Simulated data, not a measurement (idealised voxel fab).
voxel transistor to metal: a process module
Square cells of 5 nm make up the cross-section cut, whose width is 190 nm.
For the purposes of this document, a cross-section shall be understood as a grid of square cells, specified as bands listed in top-to-bottom order, each band consisting of one or more rows of cells. The entry gives the band's vertical extent as a top height and a bottom height in nm, then its horizontal make-up as materials from left to right, each with a width in nm. "air" stands for empty space; a single material marked "all across" fills the band edge to edge. Height datum 0, below which the as-received substrate wafer is one material. Lowest band open at the bottom, running downward: "0 nm and below". Width "30 to 40": first value at the band's top row of cells, second value at its bottom row, equal change from row to row. For the purposes of this document, the phrase "remained the same" attached to a step denotes that no cell within the cross-section was modified by that step. "Closed void listing" enumerates empty spaces isolated from the top, with no open way to it, that contain at least 8 cells, giving each as width x height at distance from the left edge, all three in nm. On each step's line, the part that comes after the settings is the simulator's own comment on the step. Regarding "overlay nm": on a step with a mask, it is the distance the mask lay to the right of its planned place; a negative value places it to the left.
## Listed below are the process steps as planned
step 1: RECEIVE,material Si
step 2: OXIDIZE,depth nm 5
step 3: CONFORMAL_DEP,material SiN,thk nm 15
step 4: PATTERN,tone cover,mask id ACTIVE,material resist,width nm 105,thk nm 20,overlay nm 0
step 5: DIRECTIONAL_ETCH,etch materials SiN,depth nm 15
step 6: DIRECTIONAL_ETCH,etch materials SiO2,depth nm 5
step 7: DIRECTIONAL_ETCH,etch materials Si,depth nm 30
step 8: STRIP,etch materials resist
step 9: FILL_DEP,material SiO2,thk nm 10
step 10: CMP,height nm 15
step 11: SELECTIVE_ETCH,etch materials SiO2,depth nm 15
step 12: STRIP,etch materials SiN
step 13: SELECTIVE_ETCH,etch materials SiO2,depth nm 5
step 14: OXIDIZE,depth nm 5
step 15: DIRECTIONAL_DEP,material polySi,thk nm 25
step 16: DIRECTIONAL_DEP,material SiCN,thk nm 10
step 17: MASKED_ETCH,tone cover,mask id GATE,width nm 25,etch materials SiCN,depth nm 20,overlay nm 0
step 18: MASKED_ETCH,tone cover,mask id GATE,width nm 25,etch materials polySi,depth nm 35,overlay nm 0
step 19: CONFORMAL_DEP,material SiO2,thk nm 5
step 20: DIRECTIONAL_ETCH,etch materials SiO2,depth nm 5
step 21: CONFORMAL_DEP,material SiN,thk nm 10
step 22: DIRECTIONAL_ETCH,etch materials SiN,depth nm 10
step 23: DIRECTIONAL_ETCH,etch materials SiO2,depth nm 5
step 24: EPI,material pSi,thk nm 5
step 25: FILL_DEP,material SiO2,thk nm 10
step 26: CMP,height nm 20
step 27: STRIP,etch materials polySi
step 28: SELECTIVE_ETCH,etch materials SiO2,depth nm 5
step 29: CONFORMAL_DEP,material HfO2,thk nm 5
step 30: CONFORMAL_DEP,material TiN,thk nm 5
step 31: FILL_DEP,material W,thk nm 10
step 32: CMP,height nm 15
step 33: DIRECTIONAL_DEP,material SiO2,thk nm 15
step 34: PATTERN,tone open,mask id CONTACT,material resist,width nm 15,pitch nm 80,thk nm 15,overlay nm 0
step 35: DIRECTIONAL_ETCH,etch materials SiO2,depth nm 35
step 36: STRIP,etch materials resist
step 37: CONFORMAL_DEP,material TiN,thk nm 5
step 38: FILL_DEP,material Ru,thk nm 10
step 39: CMP,height nm 30
step 40: DIRECTIONAL_DEP,material TiN,thk nm 5
step 41: DIRECTIONAL_DEP,material W,thk nm 15
step 42: MASKED_ETCH,tone cover,mask id METAL_1,width nm 15,pitch nm 80,etch materials W,depth nm 15,overlay nm 0
step 43: MASKED_ETCH,tone cover,mask id METAL_1,width nm 15,pitch nm 80,etch materials TiN,depth nm 5,overlay nm 0
step 44: CONFORMAL_DEP,material SiCN,thk nm 5
step 45: FILL_DEP,material lowk,thk nm 5
step 46: CMP,height nm 50
step 47: CONFORMAL_DEP,material SiCN,thk nm 5
step 48: DIRECTIONAL_DEP,material SiO2,thk nm 30
step 49: DIRECTIONAL_DEP,material aC,thk nm 15
step 50: PATTERN,tone open,mask id METAL_2,material resist,width nm 15,pitch nm 80,thk nm 30,overlay nm 0
step 51: DIRECTIONAL_ETCH,etch materials aC,depth nm 15
step 52: STRIP,etch materials resist
step 53: DIRECTIONAL_ETCH,etch materials SiO2,depth nm 15
step 54: STRIP,etch materials aC
step 55: PATTERN,tone open,mask id METAL_2_HOLES,material resist,width nm 15,pitch nm 80,thk nm 15,overlay nm 0
step 56: DIRECTIONAL_ETCH,etch materials SiO2,depth nm 15
step 57: DIRECTIONAL_ETCH,etch materials SiCN,depth nm 5
step 58: STRIP,etch materials resist
step 59: CONFORMAL_DEP,material TiN,thk nm 5
step 60: FILL_DEP,material Cu,thk nm 5
step 61: CMP,height nm 85
step 62: CONFORMAL_DEP,material SiN,thk nm 5
varied across the wafers: width nm of step 4. The plan shows the first wafer's value. All wafers start alike
## So this is the first of several wafers, cross-sectioned as it came to us, meaning it's at the end of step 1
    0 nm and below: Si all across
    Closed void listing: none
## Heads up, this table goes wafer by wafer. A row tells you, at the end of the module, how many cells of each material that wafer has put on (+) or dropped (-) since it was received, and then its closed voids
width nm 105 | +12 Cu | +15 HfO2 | +12 Ru | -161 Si | +76 SiCN | +54 SiN | +476 SiO2 | +77 TiN | +27 W | +84 lowk | +12 pSi | Closed void listing: none
width nm 110 | +12 Cu | +15 HfO2 | +12 Ru | -156 Si | +76 SiCN | +54 SiN | +470 SiO2 | +77 TiN | +27 W | +84 lowk | +13 pSi | Closed void listing: none
width nm 115 | +12 Cu | +15 HfO2 | +12 Ru | -151 Si | +76 SiCN | +54 SiN | +464 SiO2 | +77 TiN | +27 W | +84 lowk | +14 pSi | Closed void listing: none
width nm 120 | +12 Cu | +15 HfO2 | +12 Ru | -146 Si | +76 SiCN | +54 SiN | +458 SiO2 | +77 TiN | +27 W | +84 lowk | +15 pSi | Closed void listing: none
width nm 125 | +12 Cu | +15 HfO2 | +12 Ru | -141 Si | +76 SiCN | +54 SiN | +452 SiO2 | +77 TiN | +27 W | +84 lowk | +16 pSi | Closed void listing: none
width nm 130 | +12 Cu | +15 HfO2 | +12 Ru | -136 Si | +76 SiCN | +54 SiN | +446 SiO2 | +77 TiN | +27 W | +84 lowk | +17 pSi | Closed void listing: none
